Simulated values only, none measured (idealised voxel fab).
This is a process module. Its name is voxel transistor to metal.
We display cut, a cross-section 180 nm in width whose square cells are each 5 nm.
Reading order for cross-sections: top band down to bottom band. Underlying form: a grid of square cells. Band size: one or more rows of cells.
Band: top height; bottom height; in nm. Then, left to right: material with width in nm, for each material. "everywhere": a single material spanning edge to edge. "empty": empty space.
For the purposes of this specification, 0 denotes the height below which the wafer in its as-received condition is composed wholly of one material, and the lowermost band, lacking a lower limit, extends downward without end, as expressed in "from 0 down".
You'd read "30->40" like this: the band's top row of cells is as wide as the first number, its bottom row is as wide as the second, and going down, every row changes width by the same amount as the row before did.
It should be understood that the words "no alteration", when stated for a given step, signify that the cross-section underwent no change in any of its cells during that step.
Heads up: "Closed void inventory" only lists the empty pockets with no open path to the top that are 8 cells or more, and it writes them as width x height at distance, distance from the left edge, in nm.
Heads up: the bit after the settings on a step's line is the simulator's remark on that step.
overlay nm: right-of-plan distance of the mask on a masked step; negative values mean left-of-plan.

Process steps - plan
1 RECEIVE (material Si)
2 CONFORMAL_DEP (material SiO2; thk nm 5)
3 CONFORMAL_DEP (material SiN; thk nm 10)
4 PATTERN (tone cover; mask id ACTIVE; material resist; width nm 105; thk nm 20; overlay nm 0)
5 DIRECTIONAL_ETCH (etch materials SiN; depth nm 10)
6 DIRECTIONAL_ETCH (etch materials SiO2; depth nm 5)
7 DIRECTIONAL_ETCH (etch materials Si; depth nm 35)
8 STRIP (etch materials resist)
9 OXIDIZE (depth nm 5)
10 FILL_DEP (material SiO2; thk nm 5)
11 CMP (height nm 15)
12 SELECTIVE_ETCH (etch materials SiO2; depth nm 10)
13 STRIP (etch materials SiN)
14 SELECTIVE_ETCH (etch materials SiO2; depth nm 5)
15 OXIDIZE (depth nm 5)
16 DIRECTIONAL_DEP (material polySi; thk nm 20)
17 DIRECTIONAL_DEP (material SiCN; thk nm 10)
18 PATTERN (tone cover; mask id GATE; material resist; width nm 25; thk nm 20; overlay nm 0)
19 DIRECTIONAL_ETCH (etch materials SiCN; depth nm 20)
20 DIRECTIONAL_ETCH (etch materials polySi; depth nm 30)
21 STRIP (etch materials resist)
22 CONFORMAL_DEP (material SiN; thk nm 10)
23 DIRECTIONAL_ETCH (etch materials SiN; depth nm 10)
24 DIRECTIONAL_ETCH (etch materials SiO2; depth nm 5)
25 DIRECTIONAL_ETCH (etch materials Si; depth nm 15)
26 EPI (material pSi; thk nm 15)
27 FILL_DEP (material SiO2; thk nm 5)
28 CMP (height nm 20)
29 STRIP (etch materials polySi)
30 SELECTIVE_ETCH (etch materials SiO2; depth nm 5)
31 CONFORMAL_DEP (material HfO2; thk nm 5)
32 CONFORMAL_DEP (material TiN; thk nm 5)
33 FILL_DEP (material W; thk nm 5)
34 CMP (height nm 15)
35 DIRECTIONAL_DEP (material SiO2; thk nm 15)
36 DIRECTIONAL_DEP (material aC; thk nm 10)
37 PATTERN (tone open; mask id CONTACT; material resist; width nm 15; pitch nm 70; thk nm 30; overlay nm 0)
38 DIRECTIONAL_ETCH (etch materials aC; depth nm 10)
39 STRIP (etch materials resist)
40 DIRECTIONAL_ETCH (etch materials SiO2; depth nm 35)
41 STRIP (etch materials aC)
42 CONFORMAL_DEP (material TiN; thk nm 5)
43 FILL_DEP (material W; thk nm 10)
44 CMP (height nm 30)
45 CONFORMAL_DEP (material SiCN; thk nm 5)
46 DIRECTIONAL_DEP (material SiO2; thk nm 15)
47 DIRECTIONAL_DEP (material aC; thk nm 15)
48 PATTERN (tone open; mask id METAL_1; material resist; width nm 15; pitch nm 70; thk nm 30; overlay nm 0)
49 DIRECTIONAL_ETCH (etch materials aC; depth nm 15)
50 STRIP (etch materials resist)
51 DIRECTIONAL_ETCH (etch materials SiO2; depth nm 15)
52 DIRECTIONAL_ETCH (etch materials SiCN; depth nm 5)
53 STRIP (etch materials aC)
54 CONFORMAL_DEP (material TiN; thk nm 5)
55 FILL_DEP (material Cu; thk nm 10)
56 CMP (height nm 50)
57 CONFORMAL_DEP (material SiCN; thk nm 5)
58 DIRECTIONAL_DEP (material SiO2; thk nm 30)
59 DIRECTIONAL_DEP (material aC; thk nm 15)
60 PATTERN (tone open; mask id METAL_2; material resist; width nm 15; pitch nm 70; thk nm 35; overlay nm 0)
61 DIRECTIONAL_ETCH (etch materials aC; depth nm 15)
62 STRIP (etch materials resist)
63 DIRECTIONAL_ETCH (etch materials SiO2; depth nm 20)
64 STRIP (etch materials aC)
65 DIRECTIONAL_DEP (material aC; thk nm 15)
66 PATTERN (tone open; mask id METAL_2_HOLES; material resist; width nm 15; pitch nm 70; thk nm 35; overlay nm 0)
67 DIRECTIONAL_ETCH (etch materials aC; depth nm 15)
68 STRIP (etch materials resist)
69 DIRECTIONAL_ETCH (etch materials SiO2; depth nm 10)
70 DIRECTIONAL_ETCH (etch materials SiCN; depth nm 5)
71 STRIP (etch materials aC)
72 CONFORMAL_DEP (material TiN; thk nm 5)
73 FILL_DEP (material Cu; thk nm 10)
74 CMP (height nm 85)
75 CONFORMAL_DEP (material SiN; thk nm 5)

Delivered wafer in cross-section: state after step 1
* from 0 down  Si everywhere
* Closed void inventory: none

One mistake in running the module, otherwise start and plan as above: cross-section at the end
* from 90 to 85  SiN everywhere
* from 85 to 55  SiO2=45 | TiN=5 | Cu=5 | TiN=5 | SiO2=55 | TiN=5 | Cu=5 | TiN=5 | SiO2=50
* from 55 to 50  SiCN=45 | TiN=15 | SiCN=55 | TiN=15 | SiCN=50
* from 50 to 35  SiO2=45 | TiN=5 | Cu=5 | TiN=5 | SiO2=55 | TiN=5 | Cu=5 | TiN=5 | SiO2=50
* from 35 to 30  SiCN=45 | TiN=15 | SiCN=55 | TiN=15 | SiCN=50
* from 30 to 20  SiO2=55 | TiN=5 | W=5 | TiN=5 | SiO2=55 | TiN=5 | W=5 | TiN=5 | SiO2=40
* from 20 to 15  SiO2=55 | TiN=15 | SiO2=55 | TiN=5 | W=5 | TiN=5 | SiO2=40
* from 15 to 10  SiO2=55 | TiN=10 | SiN=10 | HfO2=5 | TiN=5 | W=5 | TiN=5 | HfO2=5 | SiN=10 | SiO2=15 | TiN=5 | W=5 | TiN=5 | SiO2=40
* from 10 to 5  SiO2=50 | pSi=15 | SiN=10 | HfO2=5 | TiN=5 | W=5 | TiN=5 | HfO2=5 | SiN=10 | pSi=15 | TiN=5 | W=5 | TiN=5 | SiO2=40
* from 5 to 0  SiO2=50 | pSi=15 | SiN=10 | HfO2=5 | TiN=15 | HfO2=5 | SiN=10 | pSi=15 | TiN=5 | W=5 | TiN=5 | SiO2=40
* from 0 to -5  SiO2=50 | pSi=15 | SiO2=5 | HfO2=35 | SiO2=5 | pSi=15 | TiN=15 | SiO2=40
* from -5 to -20  SiO2=40 | pSi=25 | Si=45 | pSi=25 | SiO2=45
* from -20 to -40  SiO2=40 | Si=95 | SiO2=45
* from -40 down  Si everywhere
* Closed void inventory: none
Error vs. plan: step 37 ran as: PATTERN (tone open; mask id CONTACT; material resist; width nm 15; pitch nm 70; thk nm 30; overlay nm 10)
